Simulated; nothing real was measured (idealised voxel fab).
The name of this process module is voxel capacitor over wiring.
260 nm wide, 5 nm square cells: that's cross-section cut.
Heads up, the way a cross-section reads in here is a grid of square cells, handed over as bands from the top down, with every band being one or more rows of cells. Heights first: top, then bottom, in nm. Then materials, left to right, each with a width in nm. "throughout" on a single material: fills the band edge to edge. "blank": empty space. It should be noted that heights are counted from 0, beneath which the wafer as supplied is of one material throughout, and that the lowest band possesses no lower boundary but continues downward, as written in "0 -> down". Read "30 to 40" as a graded width: first number on top, second number at the bottom, same change between each pair of neighbouring rows. A step reported as "nothing was modified" is a step in which no cell of the cross-section changed. This entry, "Listed closed voids", enumerates those empty regions of no fewer than 8 cells that possess no open connection to the top. Each region is reported in the form width x height at distance, the distance being taken from the left edge, with all three quantities expressed in nm. Text after the settings on a step's line: the simulator's own remark on that step. What "overlay nm" on a step's line means: if the step has a mask, that mask lay this far to the right of its planned place, or, when the value is negative, to the left.
Process steps (planned):
1) RECEIVE with material Si
2) CONFORMAL_DEP with material SiO2, thk nm 10
3) CONFORMAL_DEP with material SiN, thk nm 5
4) DIRECTIONAL_DEP with material lowk, thk nm 15
5) PATTERN with tone open, mask id METAL_1, material resist, width nm 30, pitch nm 90, thk nm 15, overlay nm 0
6) DIRECTIONAL_ETCH with etch materials lowk, depth nm 15
7) DIRECTIONAL_ETCH with etch materials SiN, depth nm 5
8) STRIP with etch materials resist
9) CONFORMAL_DEP with material TiN, thk nm 5
10) FILL_DEP with material Cu, thk nm 10
11) CMP with height nm 30
12) CONFORMAL_DEP with material SiCN, thk nm 5
13) DIRECTIONAL_DEP with material SiO2, thk nm 10
14) MASKED_ETCH with tone open, mask id PLUG_1, width nm 15, etch materials SiO2, depth nm 10, overlay nm 0
15) MASKED_ETCH with tone open, mask id PLUG_1, width nm 15, etch materials SiCN, depth nm 5, overlay nm 0
16) EPI with material Ru, thk nm 10
17) EPI with material Ru, thk nm 5
18) DIRECTIONAL_DEP with material TiN, thk nm 10
19) DIRECTIONAL_DEP with material HfO2, thk nm 5
20) DIRECTIONAL_DEP with material TiN, thk nm 5
21) PATTERN with tone cover, mask id UPPER_PLATE, material resist, width nm 65, thk nm 15, overlay nm 0
22) DIRECTIONAL_ETCH with etch materials TiN, depth nm 5
23) DIRECTIONAL_ETCH with etch materials HfO2, depth nm 5
24) STRIP with etch materials resist
25) DIRECTIONAL_DEP with material aC, thk nm 15
26) PATTERN with tone cover, mask id LOWER_PLATE, material resist, width nm 75, thk nm 35, overlay nm 0
27) DIRECTIONAL_ETCH with etch materials aC, depth nm 15
28) STRIP with etch materials resist
29) DIRECTIONAL_ETCH with etch materials TiN, depth nm 10
30) STRIP with etch materials aC
31) FILL_DEP with material SiO2, thk nm 15
32) CMP with height nm 75
33) PATTERN with tone open, mask id PLUG_2, material resist, width nm 15, thk nm 15, overlay nm 0
34) DIRECTIONAL_ETCH with etch materials SiO2, depth nm 10
35) STRIP with etch materials resist
36) CONFORMAL_DEP with material TiN, thk nm 5
37) FILL_DEP with material Cu, thk nm 10
38) CMP with height nm 75
39) CONFORMAL_DEP with material SiN, thk nm 5
Step 1 complete: cross-section of the wafer as received:
  0 -> down = Si throughout
  Listed closed voids: none
Cross-section at module end, one run error; start and plan unchanged from above:
  80 -> 75 = SiN throughout
  75 -> 70 = 95 nm SiO2 / 5 nm TiN / 5 nm Cu / 5 nm TiN / 150 nm SiO2
  70 -> 60 = 95 to 85 nm SiO2 / 15 to 65 nm TiN / 150 to 110 nm SiO2
  60 -> 55 = 85 nm SiO2 / 65 nm HfO2 / 110 nm SiO2
  55 -> 45 = 80 nm SiO2 / 75 nm TiN / 105 nm SiO2
  45 -> 35 = 85 nm SiO2 / 15 nm Ru / 160 nm SiO2
  35 -> 30 = 85 nm SiCN / 15 nm Ru / 160 nm SiCN
  30 -> 20 = 70 nm lowk / 5 nm TiN / 20 nm Cu / 5 nm TiN / 60 nm lowk / 5 nm TiN / 20 nm Cu / 5 nm TiN / 70 nm lowk
  20 -> 15 = 70 nm lowk / 30 nm TiN / 60 nm lowk / 30 nm TiN / 70 nm lowk
  15 -> 10 = TiN throughout
  10 -> 0 = SiO2 throughout
  0 -> down = Si throughout
  Listed closed voids: none
Heads up, the wafer didn't run the way we planned it: step 3, actual vs plan mismatch, actual run CONFORMAL_DEP with material TiN, thk nm 5
